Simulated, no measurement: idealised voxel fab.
Process module name: voxel local oxidation
The cross-section shown here is cut; it is 240 nm wide and divided into square cells measuring 5 nm on a side.
In this document a cross-section is written as a grid of square cells. It is given as a series of bands, listed from the top down, and a band is one or more rows of cells.
This entry defines a band. It first specifies the height of the band's top and the height of its bottom in nm, and then specifies the band's materials from left to right, stating each material with its width in nm. The word "throughout" identifies a single material that fills the band from edge to edge, while the word "blank" identifies empty space.
Basically, 0 is our baseline, since under it the wafer straight out of the box is all one material. The bottom band has no lower end and keeps on going down, so it looks like "from 0 down".
Think of "30->40" as a width that walks from the first number to the second as you go down the band, top row to bottom row, taking equal-sized steps from row to row.
"no change occurred" (step): cross-section cells unchanged, all of them.
The entry "Internal closed voids" lists the empty spaces that cover at least 8 cells and have no open path to the top. Each is written as width x height at distance, where the distance is measured from the left edge and all three values are in nm.
If you see something after the settings on a step's line, that's the simulator's own remark about that step.
Among the settings permitted on a step's line is "overlay nm"; applied to a step with a mask, it specifies the extent to which the mask lay to the right of its planned position, whereas a negative figure signifies a position to the left.

THE PLANNED PROCESS STEPS ARE ENUMERATED HEREUNDER
| 1 | RECEIVE | material Si |
| 2 | CONFORMAL_DEP | material SiO2 | thk nm 5 |
| 3 | CONFORMAL_DEP | material SiN | thk nm 10 |
| 4 | PATTERN | tone cover | mask id ACTIVE | material resist | width nm 95 | thk nm 15 | overlay nm 0 |
| 5 | DIRECTIONAL_ETCH | etch materials SiN | depth nm 10 |
| 6 | STRIP | etch materials resist |
| 7 | SELECTIVE_ETCH | etch materials SiO2 | depth nm 5 |
| 8 | OXIDIZE | depth nm 10 |
| 9 | STRIP | etch materials SiN |

WAFER AS RECEIVED: CROSS-SECTION FOLLOWING STEP 1
  from 0 down | Si throughout
  Internal closed voids: none

POST-MODULE CROSS-SECTION OF THE FIRST OF TWO WAFERS (RUN PER PLAN)
  from 5 to 0 | 75 of blank, then 85 of SiO2, then 80 of blank
  from 0 to -10 | 85 of SiO2, then 65 of Si, then 90 of SiO2
  from -10 down | Si throughout
  Internal closed voids: none

MODULE END: CROSS-SECTION OF WAFER TWO OF TWO. SAME START AND PROCESS PLAN AS THE FIRST WAFER. ONE MISTAKE DURING EXECUTION
  from 5 to 0 | 75 of blank, then 85 of SiO2, then 80 of blank
  from 0 to -5 | 80 of SiO2, then 75 of Si, then 85 of SiO2
  from -5 down | Si throughout
  Internal closed voids: none
Here's what went sideways: step 8 did not use the planned setting and instead ran as OXIDIZE | depth nm 5
Cell-count delta at end, second wafer over first, by material: Si: 37 more, SiO2: 37 fewer
